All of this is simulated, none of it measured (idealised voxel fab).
Presented below is a process module, voxel transistor to metal.
Displayed cross-section: cut, width of 210 nm, square cells sized 5 nm.
The cross-sections in this document take the form of a grid made of square cells. They are written out as bands, in order from top to bottom. Each band consists of one or more rows of cells. Basically the band line says how high the top is and how high the bottom is, in nm, and then what's in it from left to right, every material with its width in nm. Empty space shows up as "blank", and if a single material carries "everywhere" it runs the full band edge to edge. Basically, 0 is our baseline, since under it the wafer straight out of the box is all one material. The bottom band has no lower end and keeps on going down, so it looks like "from 0 down". Note: "30 to 40" means the width goes from the first number (top row of the band) to the second number (bottom row) in equal steps per row of cells. Basically "all unchanged" means that step didn't change any cell in the cross-section. Closed void register: empty space of 8 cells or more with no open way to the top, each as width x height at its distance from the left edge, in nm. What comes after the settings on a step's line is commentary from the simulator itself on that step. A step line may carry the setting "overlay nm", which, for steps involving a mask, states the distance by which the mask lay to the right of its intended position; negative values denote displacement to the left. Below you will find pairs of cross-sections. In each, one shows the wafer before one process step and the other after it, with the after view ending at the lowest band that changed. Under each pair is the step separating them, along with its settings. Do not assume the pairs form a chain: they can come from different runs of this module on the same starting wafer, and a pair continues from the pair above it only when its "Prior to processing" entry says so.
Prior to processing:
	from 45 to 30 | SiO2: 65 / blank: 30 / SiO2: 25 / blank: 30 / SiO2: 60
	from 30 to 20 | SiO2: 65 / blank: 25 / SiN: 5 / SiCN: 15 / SiN: 5 / SiO2: 5 / blank: 30 / SiO2: 60
	from 20 to 5 | SiO2: 65 / blank: 25 / SiN: 5 / polySi: 15 / SiN: 5 / SiO2: 5 / blank: 30 / SiO2: 60
	from 5 to 0 | SiO2: 45 / SiN: 5 / SiO2: 15 / blank: 25 / SiN: 5 / polySi: 15 / SiN: 5 / SiO2: 5 / blank: 30 / SiO2: 5 / SiN: 5 / SiO2: 50
	from 0 to -5 | SiO2: 50 / pSi: 40 / SiO2: 25 / pSi: 40 / SiO2: 55
	from -5 to -30 | SiO2: 50 / Si: 105 / SiO2: 55
	from -30 down | Si everywhere
	Closed void register: none
after:
	from 50 to 45 | TiN: 70 / blank: 20 / TiN: 35 / blank: 20 / TiN: 65
	from 45 to 35 | SiO2: 65 / TiN: 5 / blank: 20 / TiN: 5 / SiO2: 25 / TiN: 5 / blank: 20 / TiN: 5 / SiO2: 60
	from 35 to 30 | SiO2: 65 / TiN: 5 / blank: 15 / TiN: 10 / SiO2: 25 / TiN: 5 / blank: 20 / TiN: 5 / SiO2: 60
	from 30 to 20 | SiO2: 65 / TiN: 5 / blank: 15 / TiN: 5 / SiN: 5 / SiCN: 15 / SiN: 5 / SiO2: 5 / TiN: 5 / blank: 20 / TiN: 5 / SiO2: 60
	from 20 to 5 | SiO2: 65 / TiN: 5 / blank: 15 / TiN: 5 / SiN: 5 / polySi: 15 / SiN: 5 / SiO2: 5 / TiN: 5 / blank: 20 / TiN: 5 / SiO2: 60
	from 5 to 0 | SiO2: 45 / SiN: 5 / SiO2: 15 / TiN: 25 / SiN: 5 / polySi: 15 / SiN: 5 / SiO2: 5 / TiN: 30 / SiO2: 5 / SiN: 5 / SiO2: 50
	For the remainder of the cross-section, below 0, there is no change.
	Closed void register: none
Link between the two cross-sections above: CONFORMAL_DEP, material TiN, thk nm 5
Prior to processing: Reference is made to the cross-section shown after the step in the pair directly above, which represents the state prior to this step.
after:
	from 55 to 50 | W everywhere
	from 50 to 45 | TiN: 70 / W: 20 / TiN: 35 / W: 20 / TiN: 65
	from 45 to 35 | SiO2: 65 / TiN: 5 / W: 20 / TiN: 5 / SiO2: 25 / TiN: 5 / W: 20 / TiN: 5 / SiO2: 60
	from 35 to 30 | SiO2: 65 / TiN: 5 / W: 15 / TiN: 10 / SiO2: 25 / TiN: 5 / W: 20 / TiN: 5 / SiO2: 60
	from 30 to 20 | SiO2: 65 / TiN: 5 / W: 15 / TiN: 5 / SiN: 5 / SiCN: 15 / SiN: 5 / SiO2: 5 / TiN: 5 / W: 20 / TiN: 5 / SiO2: 60
	from 20 to 5 | SiO2: 65 / TiN: 5 / W: 15 / TiN: 5 / SiN: 5 / polySi: 15 / SiN: 5 / SiO2: 5 / TiN: 5 / W: 20 / TiN: 5 / SiO2: 60
	For the remainder of the cross-section, below 5, there is no change.
	Closed void register: none
Link between the two cross-sections above: FILL_DEP, material W, thk nm 5
Prior to processing: Reference is made to the cross-section shown after the step in the pair directly above, which represents the state prior to this step.
after:
	from 45 to 35 | SiO2: 65 / TiN: 5 / W: 20 / TiN: 5 / SiO2: 25 / TiN: 5 / W: 20 / TiN: 5 / SiO2: 60
	For the remainder of the cross-section, below 35, there is no change.
	Closed void register: none
Link between the two cross-sections above: CMP, height nm 45
Prior to processing: Reference is made to the cross-section shown after the step in the pair directly above, which represents the state prior to this step.
after:
	from 50 to 45 | TiN everywhere
	For the remainder of the cross-section, below 45, there is no change.
	Closed void register: none
Link between the two cross-sections above: DIRECTIONAL_DEP, material TiN, thk nm 5
Prior to processing: Reference is made to the cross-section shown after the step in the pair directly above, which represents the state prior to this step.
after:
	from 75 to 50 | W everywhere
	For the remainder of the cross-section, below 50, there is no change.
	Closed void register: none
Link between the two cross-sections above: DIRECTIONAL_DEP, material W, thk nm 25
Prior to processing: Reference is made to the cross-section shown after the step in the pair directly above, which represents the state prior to this step.
after:
	from 90 to 75 | aC everywhere
	For the remainder of the cross-section, below 75, there is no change.
	Closed void register: none
Link between the two cross-sections above: DIRECTIONAL_DEP, material aC, thk nm 15
Prior to processing: Reference is made to the cross-section shown after the step in the pair directly above, which represents the state prior to this step.
after:
	from 125 to 90 | blank: 60 / resist: 15 / blank: 55 / resist: 15 / blank: 65
	For the remainder of the cross-section, below 90, there is no change.
	Closed void register: none
Link between the two cross-sections above: PATTERN, tone cover, mask id METAL_1, material resist, width nm 15, pitch nm 70, thk nm 35, overlay nm 0
Prior to processing: Reference is made to the cross-section shown after the step in the pair directly above, which represents the state prior to this step.
after:
	from 110 to 90 | blank: 60 / resist: 15 / blank: 55 / resist: 15 / blank: 65
	from 90 to 75 | blank: 60 / aC: 15 / blank: 55 / aC: 15 / blank: 65
	For the remainder of the cross-section, below 75, there is no change.
	Closed void register: none
Link between the two cross-sections above: DIRECTIONAL_ETCH, etch materials aC, depth nm 15
Prior to processing: Reference is made to the cross-section shown after the step in the pair directly above, which represents the state prior to this step.
after:
	from 90 to 75 | blank: 60 / aC: 15 / blank: 55 / aC: 15 / blank: 65
	For the remainder of the cross-section, below 75, there is no change.
	Closed void register: none
Link between the two cross-sections above: STRIP, etch materials resist
Prior to processing: Reference is made to the cross-section shown after the step in the pair directly above, which represents the state prior to this step.
after:
	from 90 to 75 | blank: 60 / aC: 15 / blank: 55 / aC: 15 / blank: 65
	from 75 to 50 | blank: 60 / W: 15 / blank: 55 / W: 15 / blank: 65
	For the remainder of the cross-section, below 50, there is no change.
	Closed void register: none
Link between the two cross-sections above: DIRECTIONAL_ETCH, etch materials W, depth nm 25
Prior to processing: Reference is made to the cross-section shown after the step in the pair directly above, which represents the state prior to this step.
after:
	from 90 to 75 | blank: 60 / aC: 15 / blank: 55 / aC: 15 / blank: 65
	from 75 to 50 | blank: 60 / W: 15 / blank: 55 / W: 15 / blank: 65
	from 50 to 45 | blank: 60 / TiN: 15 / blank: 55 / TiN: 15 / blank: 65
	For the remainder of the cross-section, below 45, there is no change.
	Closed void register: none
Link between the two cross-sections above: DIRECTIONAL_ETCH, etch materials TiN, depth nm 5
Prior to processing: Reference is made to the cross-section shown after the step in the pair directly above, which represents the state prior to this step.
after:
	from 75 to 50 | blank: 60 / W: 15 / blank: 55 / W: 15 / blank: 65
	For the remainder of the cross-section, below 50, there is no change.
	Closed void register: none
Link between the two cross-sections above: STRIP, etch materials aC
Prior to processing: Reference is made to the cross-section shown after the step in the pair directly above, which represents the state prior to this step.
after:
	from 85 to 75 | SiO2 everywhere
	from 75 to 50 | SiO2: 60 / W: 15 / SiO2: 55 / W: 15 / SiO2: 65
	from 50 to 45 | SiO2: 60 / TiN: 15 / SiO2: 55 / TiN: 15 / SiO2: 65
	For the remainder of the cross-section, below 45, there is no change.
	Closed void register: none
Link between the two cross-sections above: FILL_DEP, material SiO2, thk nm 10
Prior to processing: Reference is made to the cross-section shown after the step in the pair directly above, which represents the state prior to this step.
after:
	from 75 to 50 | SiO2: 60 / W: 15 / SiO2: 55 / W: 15 / SiO2: 65
	For the remainder of the cross-section, below 50, there is no change.
	Closed void register: none
Link between the two cross-sections above: CMP, height nm 75
Prior to processing: Reference is made to the cross-section shown after the step in the pair directly above, which represents the state prior to this step.
after:
	from 80 to 75 | SiN everywhere
	For the remainder of the cross-section, below 75, there is no change.
	Closed void register: none
Link between the two cross-sections above: CONFORMAL_DEP, material SiN, thk nm 5
Prior to processing:
	from 25 to 20 | polySi: 45 / blank: 115 / polySi: 50
	from 20 to 5 | polySi everywhere
	from 5 to 0 | SiO2: 45 / polySi: 115 / SiO2: 50
	from 0 to -5 | SiO2 everywhere
	from -5 to -30 | SiO2: 50 / Si: 105 / SiO2: 55
	from -30 down | Si everywhere
	Closed void register: none
after:
	from 35 to 30 | SiN: 45 / blank: 115 / SiN: 50
	from 30 to 25 | SiN everywhere
	from 25 to 20 | polySi: 45 / SiN: 115 / polySi: 50
	For the remainder of the cross-section, below 20, there is no change.
	Closed void register: none
Link between the two cross-sections above: DIRECTIONAL_DEP, material SiN, thk nm 10
Prior to processing: Reference is made to the cross-section shown after the step in the pair directly above, which represents the state prior to this step.
after:
	from 45 to 40 | aC: 45 / blank: 115 / aC: 50
	from 40 to 35 | aC everywhere
	from 35 to 30 | SiN: 45 / aC: 115 / SiN: 50
	For the remainder of the cross-section, below 30, there is no change.
	Closed void register: none
Link between the two cross-sections above: DIRECTIONAL_DEP, material aC, thk nm 10
Prior to processing: Reference is made to the cross-section shown after the step in the pair directly above, which represents the state prior to this step.
after:
	from 75 to 45 | blank: 95 / resist: 15 / blank: 100
	from 45 to 40 | aC: 45 / blank: 50 / resist: 15 / blank: 50 / aC: 50
	For the remainder of the cross-section, below 40, there is no change.
	Closed void register: none
Link between the two cross-sections above: PATTERN, tone cover, mask id GATE, material resist, width nm 15, thk nm 30, overlay nm 0
Prior to processing: Reference is made to the cross-section shown after the step in the pair directly above, which represents the state prior to this step.
after:
	from 65 to 40 | blank: 95 / resist: 15 / blank: 100
	from 40 to 35 | blank: 95 / aC: 15 / blank: 100
	from 35 to 30 | SiN: 45 / blank: 50 / aC: 15 / blank: 50 / SiN: 50
	For the remainder of the cross-section, below 30, there is no change.
	Closed void register: none
Link between the two cross-sections above: DIRECTIONAL_ETCH, etch materials aC, depth nm 10
Prior to processing: Reference is made to the cross-section shown after the step in the pair directly above, which represents the state prior to this step.
after:
	from 40 to 35 | blank: 95 / aC: 15 / blank: 100
	For the remainder of the cross-section, below 35, there is no change.
	Closed void register: none
Link between the two cross-sections above: STRIP, etch materials resist
Prior to processing: Reference is made to the cross-section shown after the step in the pair directly above, which represents the state prior to this step.
after:
	from 35 to 30 | SiN: 45 / blank: 115 / SiN: 50
	For the remainder of the cross-section, below 30, there is no change.
	Closed void register: none
Link between the two cross-sections above: STRIP, etch materials aC
Prior to processing: Reference is made to the cross-section shown after the step in the pair directly above, which represents the state prior to this step.
after:
	from 40 to 35 | SiN: 50 / blank: 105 / SiN: 55
	from 35 to 25 | SiN everywhere
	For the remainder of the cross-section, below 25, there is no change.
	Closed void register: none
Link between the two cross-sections above: CONFORMAL_DEP, material SiN, thk nm 5
Prior to processing: Reference is made to the cross-section shown after the step in the pair directly above, which represents the state prior to this step.
after:
	from 35 to 30 | SiN: 50 / blank: 105 / SiN: 55
	For the remainder of the cross-section, below 30, there is no change.
	Closed void register: none
Link between the two cross-sections above: DIRECTIONAL_ETCH, etch materials SiN, depth nm 5
Prior to processing: Reference is made to the cross-section shown after the step in the pair directly above, which represents the state prior to this step.
after:
	from 45 to 35 | SiO2 everywhere
	from 35 to 30 | SiN: 50 / SiO2: 105 / SiN: 55
	For the remainder of the cross-section, below 30, there is no change.
	Closed void register: none
Link between the two cross-sections above: FILL_DEP, material SiO2, thk nm 10
Prior to processing: Reference is made to the cross-section shown after the step in the pair directly above, which represents the state prior to this step.
after:
	from 30 to 25 | SiN everywhere
	For the remainder of the cross-section, below 25, there is no change.
	Closed void register: none
Link between the two cross-sections above: CMP, height nm 30
Prior to processing: Reference is made to the cross-section shown after the step in the pair directly above, which represents the state prior to this step.
after:
	from 45 to 30 | SiO2 everywhere
	For the remainder of the cross-section, below 30, there is no change.
	Closed void register: none
Link between the two cross-sections above: DIRECTIONAL_DEP, material SiO2, thk nm 15
Prior to processing: Reference is made to the cross-section shown after the step in the pair directly above, which represents the state prior to this step.
after:
	from 65 to 45 | resist: 60 / blank: 30 / resist: 25 / blank: 30 / resist: 65
	For the remainder of the cross-section, below 45, there is no change.
	Closed void register: none
Link between the two cross-sections above: PATTERN, tone open, mask id CONTACT, material resist, width nm 30, pitch nm 55, thk nm 20, overlay nm 0
Prior to processing: Reference is made to the cross-section shown after the step in the pair directly above, which represents the state prior to this step.
after:
	from 65 to 45 | resist: 60 / blank: 30 / resist: 25 / blank: 30 / resist: 65
	from 45 to 30 | SiO2: 60 / blank: 30 / SiO2: 25 / blank: 30 / SiO2: 65
	For the remainder of the cross-section, below 30, there is no change.
	Closed void register: none
Link between the two cross-sections above: DIRECTIONAL_ETCH, etch materials SiO2, depth nm 45
Prior to processing: Reference is made to the cross-section shown after the step in the pair directly above, which represents the state prior to this step.
after:
	from 45 to 30 | SiO2: 60 / blank: 30 / SiO2: 25 / blank: 30 / SiO2: 65
	For the remainder of the cross-section, below 30, there is no change.
	Closed void register: none
Link between the two cross-sections above: STRIP, etch materials resist
Prior to processing: Reference is made to the cross-section shown after the step in the pair directly above, which represents the state prior to this step.
after:
	from 50 to 45 | TiN: 65 / blank: 20 / TiN: 35 / blank: 20 / TiN: 70
	from 45 to 35 | SiO2: 60 / TiN: 5 / blank: 20 / TiN: 5 / SiO2: 25 / TiN: 5 / blank: 20 / TiN: 5 / SiO2: 65
	from 35 to 30 | SiO2: 60 / TiN: 30 / SiO2: 25 / TiN: 30 / SiO2: 65
	For the remainder of the cross-section, below 30, there is no change.
	Closed void register: none
Link between the two cross-sections above: CONFORMAL_DEP, material TiN, thk nm 5
Prior to processing: Reference is made to the cross-section shown after the step in the pair directly above, which represents the state prior to this step.
after:
	from 55 to 50 | W everywhere
	from 50 to 45 | TiN: 65 / W: 20 / TiN: 35 / W: 20 / TiN: 70
	from 45 to 35 | SiO2: 60 / TiN: 5 / W: 20 / TiN: 5 / SiO2: 25 / TiN: 5 / W: 20 / TiN: 5 / SiO2: 65
	For the remainder of the cross-section, below 35, there is no change.
	Closed void register: none
Link between the two cross-sections above: FILL_DEP, material W, thk nm 5
Prior to processing: Reference is made to the cross-section shown after the step in the pair directly above, which represents the state prior to this step.
after:
	from 45 to 35 | SiO2: 60 / TiN: 5 / W: 20 / TiN: 5 / SiO2: 25 / TiN: 5 / W: 20 / TiN: 5 / SiO2: 65
	For the remainder of the cross-section, below 35, there is no change.
	Closed void register: none
Link between the two cross-sections above: CMP, height nm 45
Prior to processing: Reference is made to the cross-section shown after the step in the pair directly above, which represents the state prior to this step.
after:
	from 50 to 45 | TiN everywhere
	For the remainder of the cross-section, below 45, there is no change.
	Closed void register: none
Link between the two cross-sections above: DIRECTIONAL_DEP, material TiN, thk nm 5
Prior to processing: Reference is made to the cross-section shown after the step in the pair directly above, which represents the state prior to this step.
after:
	from 75 to 50 | W everywhere
	For the remainder of the cross-section, below 50, there is no change.
	Closed void register: none
Link between the two cross-sections above: DIRECTIONAL_DEP, material W, thk nm 25
Prior to processing: Reference is made to the cross-section shown after the step in the pair directly above, which represents the state prior to this step.
after:
	from 90 to 75 | aC everywhere
	For the remainder of the cross-section, below 75, there is no change.
	Closed void register: none
Link between the two cross-sections above: DIRECTIONAL_DEP, material aC, thk nm 15
Prior to processing: Reference is made to the cross-section shown after the step in the pair directly above, which represents the state prior to this step.
after:
	from 125 to 90 | blank: 60 / resist: 15 / blank: 55 / resist: 15 / blank: 65
	For the remainder of the cross-section, below 90, there is no change.
	Closed void register: none
Link between the two cross-sections above: PATTERN, tone cover, mask id METAL_1, material resist, width nm 15, pitch nm 70, thk nm 35, overlay nm 0
Prior to processing: Reference is made to the cross-section shown after the step in the pair directly above, which represents the state prior to this step.
after:
	from 110 to 90 | blank: 60 / resist: 15 / blank: 55 / resist: 15 / blank: 65
	from 90 to 75 | blank: 60 / aC: 15 / blank: 55 / aC: 15 / blank: 65
	For the remainder of the cross-section, below 75, there is no change.
	Closed void register: none
Link between the two cross-sections above: DIRECTIONAL_ETCH, etch materials aC, depth nm 15
Prior to processing: Reference is made to the cross-section shown after the step in the pair directly above, which represents the state prior to this step.
after:
	from 90 to 75 | blank: 60 / aC: 15 / blank: 55 / aC: 15 / blank: 65
	For the remainder of the cross-section, below 75, there is no change.
	Closed void register: none
Link between the two cross-sections above: STRIP, etch materials resist
Prior to processing: Reference is made to the cross-section shown after the step in the pair directly above, which represents the state prior to this step.
after:
	from 90 to 75 | blank: 60 / aC: 15 / blank: 55 / aC: 15 / blank: 65
	from 75 to 50 | blank: 60 / W: 15 / blank: 55 / W: 15 / blank: 65
	For the remainder of the cross-section, below 50, there is no change.
	Closed void register: none
Link between the two cross-sections above: DIRECTIONAL_ETCH, etch materials W, depth nm 25
Prior to processing: Reference is made to the cross-section shown after the step in the pair directly above, which represents the state prior to this step.
after:
	from 90 to 75 | blank: 60 / aC: 15 / blank: 55 / aC: 15 / blank: 65
	from 75 to 50 | blank: 60 / W: 15 / blank: 55 / W: 15 / blank: 65
	from 50 to 45 | blank: 60 / TiN: 15 / blank: 55 / TiN: 15 / blank: 65
	For the remainder of the cross-section, below 45, there is no change.
	Closed void register: none
Link between the two cross-sections above: DIRECTIONAL_ETCH, etch materials TiN, depth nm 5
Prior to processing: Reference is made to the cross-section shown after the step in the pair directly above, which represents the state prior to this step.
after:
	from 75 to 50 | blank: 60 / W: 15 / blank: 55 / W: 15 / blank: 65
	For the remainder of the cross-section, below 50, there is no change.
	Closed void register: none
Link between the two cross-sections above: STRIP, etch materials aC
Prior to processing: Reference is made to the cross-section shown after the step in the pair directly above, which represents the state prior to this step.
after:
	from 85 to 75 | SiO2 everywhere
	from 75 to 50 | SiO2: 60 / W: 15 / SiO2: 55 / W: 15 / SiO2: 65
	from 50 to 45 | SiO2: 60 / TiN: 15 / SiO2: 55 / TiN: 15 / SiO2: 65
	For the remainder of the cross-section, below 45, there is no change.
	Closed void register: none
Link between the two cross-sections above: FILL_DEP, material SiO2, thk nm 10
Prior to processing: Reference is made to the cross-section shown after the step in the pair directly above, which represents the state prior to this step.
after:
	from 75 to 50 | SiO2: 60 / W: 15 / SiO2: 55 / W: 15 / SiO2: 65
	For the remainder of the cross-section, below 50, there is no change.
	Closed void register: none
Link between the two cross-sections above: CMP, height nm 75
Prior to processing: Reference is made to the cross-section shown after the step in the pair directly above, which represents the state prior to this step.
after:
	from 80 to 75 | SiN everywhere
	For the remainder of the cross-section, below 75, there is no change.
	Closed void register: none
Link between the two cross-sections above: CONFORMAL_DEP, material SiN, thk nm 5
Prior to processing:
	from 90 to 75 | aC everywhere
	from 75 to 50 | W everywhere
	from 50 to 45 | TiN everywhere
	from 45 to 30 | SiO2: 60 / TiN: 5 / W: 20 / TiN: 5 / SiO2: 25 / TiN: 5 / W: 20 / TiN: 5 / SiO2: 65
	from 30 to 20 | SiO2: 60 / TiN: 5 / W: 20 / TiN: 5 / SiN: 5 / SiCN: 15 / SiN: 5 / TiN: 5 / W: 20 / TiN: 5 / SiO2: 65
	from 20 to 5 | SiO2: 60 / TiN: 5 / W: 20 / TiN: 5 / SiN: 5 / polySi: 15 / SiN: 5 / TiN: 5 / W: 20 / TiN: 5 / SiO2: 65
	from 5 to 0 | SiO2: 45 / SiN: 5 / SiO2: 10 / TiN: 30 / SiN: 5 / polySi: 15 / SiN: 5 / TiN: 30 / SiO2: 10 / SiN: 5 / SiO2: 50
	from 0 to -5 | SiO2: 50 / pSi: 40 / SiO2: 25 / pSi: 40 / SiO2: 55
	from -5 to -30 | SiO2: 50 / Si: 105 / SiO2: 55
	from -30 down | Si everywhere
	Closed void register: none
after:
	from 125 to 90 | resist: 60 / blank: 15 / resist: 55 / blank: 15 / resist: 65
	For the remainder of the cross-section, below 90, there is no change.
	Closed void register: none
Link between the two cross-sections above: PATTERN, tone open, mask id METAL_1, material resist, width nm 15, pitch nm 70, thk nm 35, overlay nm 0
Prior to processing: Reference is made to the cross-section shown after the step in the pair directly above, which represents the state prior to this step.
after:
	from 110 to 90 | resist: 60 / blank: 15 / resist: 55 / blank: 15 / resist: 65
	from 90 to 75 | aC: 60 / blank: 15 / aC: 55 / blank: 15 / aC: 65
	For the remainder of the cross-section, below 75, there is no change.
	Closed void register: none
Link between the two cross-sections above: DIRECTIONAL_ETCH, etch materials aC, depth nm 15
Prior to processing: Reference is made to the cross-section shown after the step in the pair directly above, which represents the state prior to this step.
after:
	from 90 to 75 | aC: 60 / blank: 15 / aC: 55 / blank: 15 / aC: 65
	For the remainder of the cross-section, below 75, there is no change.
	Closed void register: none
Link between the two cross-sections above: STRIP, etch materials resist
Prior to processing: Reference is made to the cross-section shown after the step in the pair directly above, which represents the state prior to this step.
after:
	from 90 to 75 | aC: 60 / blank: 15 / aC: 55 / blank: 15 / aC: 65
	from 75 to 50 | W: 60 / blank: 15 / W: 55 / blank: 15 / W: 65
	For the remainder of the cross-section, below 50, there is no change.
	Closed void register: none
Link between the two cross-sections above: DIRECTIONAL_ETCH, etch materials W, depth nm 25
Prior to processing: Reference is made to the cross-section shown after the step in the pair directly above, which represents the state prior to this step.
after:
	from 90 to 75 | aC: 60 / blank: 15 / aC: 55 / blank: 15 / aC: 65
	from 75 to 50 | W: 60 / blank: 15 / W: 55 / blank: 15 / W: 65
	from 50 to 45 | TiN: 60 / blank: 15 / TiN: 55 / blank: 15 / TiN: 65
	For the remainder of the cross-section, below 45, there is no change.
	Closed void register: none
Link between the two cross-sections above: DIRECTIONAL_ETCH, etch materials TiN, depth nm 5
Prior to processing: Reference is made to the cross-section shown after the step in the pair directly above, which represents the state prior to this step.
after:
	from 75 to 50 | W: 60 / blank: 15 / W: 55 / blank: 15 / W: 65
	For the remainder of the cross-section, below 50, there is no change.
	Closed void register: none
Link between the two cross-sections above: STRIP, etch materials aC
Prior to processing: Reference is made to the cross-section shown after the step in the pair directly above, which represents the state prior to this step.
after:
	from 85 to 75 | SiO2 everywhere
	from 75 to 50 | W: 60 / SiO2: 15 / W: 55 / SiO2: 15 / W: 65
	from 50 to 45 | TiN: 60 / SiO2: 15 / TiN: 55 / SiO2: 15 / TiN: 65
	For the remainder of the cross-section, below 45, there is no change.
	Closed void register: none
Link between the two cross-sections above: FILL_DEP, material SiO2, thk nm 10
Prior to processing: Reference is made to the cross-section shown after the step in the pair directly above, which represents the state prior to this step.
after:
	from 75 to 50 | W: 60 / SiO2: 15 / W: 55 / SiO2: 15 / W: 65
	For the remainder of the cross-section, below 50, there is no change.
	Closed void register: none
Link between the two cross-sections above: CMP, height nm 75
Prior to processing: Reference is made to the cross-section shown after the step in the pair directly above, which represents the state prior to this step.
after:
	from 80 to 75 | SiN everywhere
	For the remainder of the cross-section, below 75, there is no change.
	Closed void register: none
Link between the two cross-sections above: CONFORMAL_DEP, material SiN, thk nm 5
